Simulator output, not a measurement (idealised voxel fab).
Title: Process Module voxel air gaps
Section cut is 215 nm wide and gridded with 5 nm square cells.
Reading order for cross-sections: top band down to bottom band. Underlying form: a grid of square cells. Band size: one or more rows of cells. First you get the band's top height and its bottom height, in nm, and then the materials it's made of, left to right, with each width in nm. If you see a single material with "full width", that one covers the band edge to edge. "air" is empty space. Convention: height 0 is the level below which the wafer, as received, is all one material. The lowest band does not terminate at the bottom but continues downward, represented as "0 down". The expression "30->40" gives the width at the extremes of the band, the first number at its top row of cells and the second at its bottom row, with the width changing by equal amounts from each row to the next in between. "remained the same" for a step: no cell of the cross-section changed in that step. In the "Closed internal voids" entry, you get each enclosed empty space of 8 cells or more, one with no open way to the top, written width x height at distance, distance from the left edge, in nm. Text after the settings on a step's line: the simulator's own remark on that step. If you see "overlay nm" on a step's line and that step has a mask, it's telling you how far right of where it was planned the mask ended up; a negative number means it went left instead.

Process steps - plan:
step 1: RECEIVE | material Si
step 2: CONFORMAL_DEP | material SiO2 | thk nm 10
step 3: CONFORMAL_DEP | material SiN | thk nm 5
step 4: DIRECTIONAL_DEP | material lowk | thk nm 35
step 5: DIRECTIONAL_DEP | material aC | thk nm 15
step 6: PATTERN | tone open | mask id LINES | material resist | width nm 15 | pitch nm 45 | thk nm 35 | overlay nm 0
step 7: DIRECTIONAL_ETCH | etch materials aC | depth nm 15
step 8: STRIP | etch materials resist
step 9: DIRECTIONAL_ETCH | etch materials lowk | depth nm 35
step 10: STRIP | etch materials aC
step 11: CONFORMAL_DEP | material TiN | thk nm 5
step 12: FILL_DEP | material Ru | thk nm 10
step 13: CMP | height nm 50
step 14: EPI | material Ru | thk nm 10
step 15: SELECTIVE_ETCH | etch materials lowk | depth nm 45
step 16: CONFORMAL_DEP | material SiN | thk nm 5

Here's what the wafer looked like in cross-section when it arrived - that's after step 1:
> 0 down = Si full width
> Closed internal voids: none

One mistake in running the module, otherwise start and plan as above: cross-section at the end:
> 65 to 60 = SiN full width
> 60 to 50 = Ru full width
> 50 to 20 = Ru: 50, TiN: 5, lowk: 15, TiN: 5, Ru: 20, TiN: 5, lowk: 15, TiN: 5, Ru: 20, TiN: 5, lowk: 15, TiN: 5, Ru: 50
> 20 to 15 = TiN: 55, lowk: 15, TiN: 30, lowk: 15, TiN: 30, lowk: 15, TiN: 55
> 15 to 10 = SiN full width
> 10 to 0 = SiO2 full width
> 0 down = Si full width
> Closed internal voids: none
Where did the run depart from the plan? heads up, step 6 didn't go per plan, it actually ran as PATTERN | tone cover | mask id LINES | material resist | width nm 15 | pitch nm 45 | thk nm 35 | overlay nm 0
